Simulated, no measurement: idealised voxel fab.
A process module follows: voxel plated lines.
In the cross-section labelled cut, the width is 230 nm and each square cell is 5 nm.
In what follows, cross-sections appear as grids of square cells, described through bands that run from the top down, where every band is one or more rows of cells. It is stipulated that each band's entry specify, in nanometres, the height of the top of the band and then that of its bottom, followed by the materials of the band in left-to-right sequence, each together with its width in nanometres. A single material marked by the word "throughout" is understood to fill the band from edge to edge; the word "empty" is understood to denote empty space. The level at which height equals 0 is the one under which the wafer, as it arrives, is entirely one material. No lower edge exists for the bottom band, which continues downward and is notated as in "0..down". A width given as "30..40" starts at the first number in the band's top row and ends at the second number in its bottom row, shifting by an equal amount at every step from row to row. Basically "identical to before" means that step didn't change any cell in the cross-section. Any empty space of 8 cells or more lacking an open way to the top shows up in "Sealed internal cavities" as width x height at distance, distance from the left edge, in nm. That trailing text on a step's line, after the settings, is the simulator's own remark on the step. overlay nm: right-of-plan distance of the mask on a masked step; negative values mean left-of-plan.

-- So here's the lineup of process steps we planned
1) RECEIVE | material Si
2) CONFORMAL_DEP | material Al2O3 | thk nm 5
3) DIRECTIONAL_DEP | material TiN | thk nm 5
4) PATTERN | tone open | mask id LINES | material resist | width nm 20 | pitch nm 50 | thk nm 25 | overlay nm -15
5) EPI | material Ru | thk nm 5
6) EPI | material Ru | thk nm 10
7) STRIP | etch materials resist
8) DIRECTIONAL_ETCH | etch materials TiN | depth nm 5
9) CONFORMAL_DEP | material SiN | thk nm 5
Split variable: overlay nm, step 4. Plan value = first wafer. Wafers start alike.

-- So this is the first of several wafers, cross-sectioned as it came to us, meaning it's at the end of step 1
* 0..down = Si throughout
* Sealed internal cavities: none

-- Gained (+) or lost (-) cells of each material since receipt, then closed voids: one row per wafer, at the end of the module
overlay nm -15 | +46 Al2O3 | +36 Ru | +70 SiN | +12 TiN | Sealed internal cavities: none
overlay nm -10 | +46 Al2O3 | +36 Ru | +70 SiN | +12 TiN | Sealed internal cavities: none
overlay nm -5 | +46 Al2O3 | +36 Ru | +70 SiN | +12 TiN | Sealed internal cavities: none
overlay nm 0 | +46 Al2O3 | +36 Ru | +70 SiN | +12 TiN | Sealed internal cavities: none
overlay nm 5 | +46 Al2O3 | +36 Ru | +70 SiN | +12 TiN | Sealed internal cavities: none
overlay nm 10 | +46 Al2O3 | +36 Ru | +70 SiN | +12 TiN | Sealed internal cavities: none
overlay nm 15 | +46 Al2O3 | +36 Ru | +70 SiN | +12 TiN | Sealed internal cavities: none
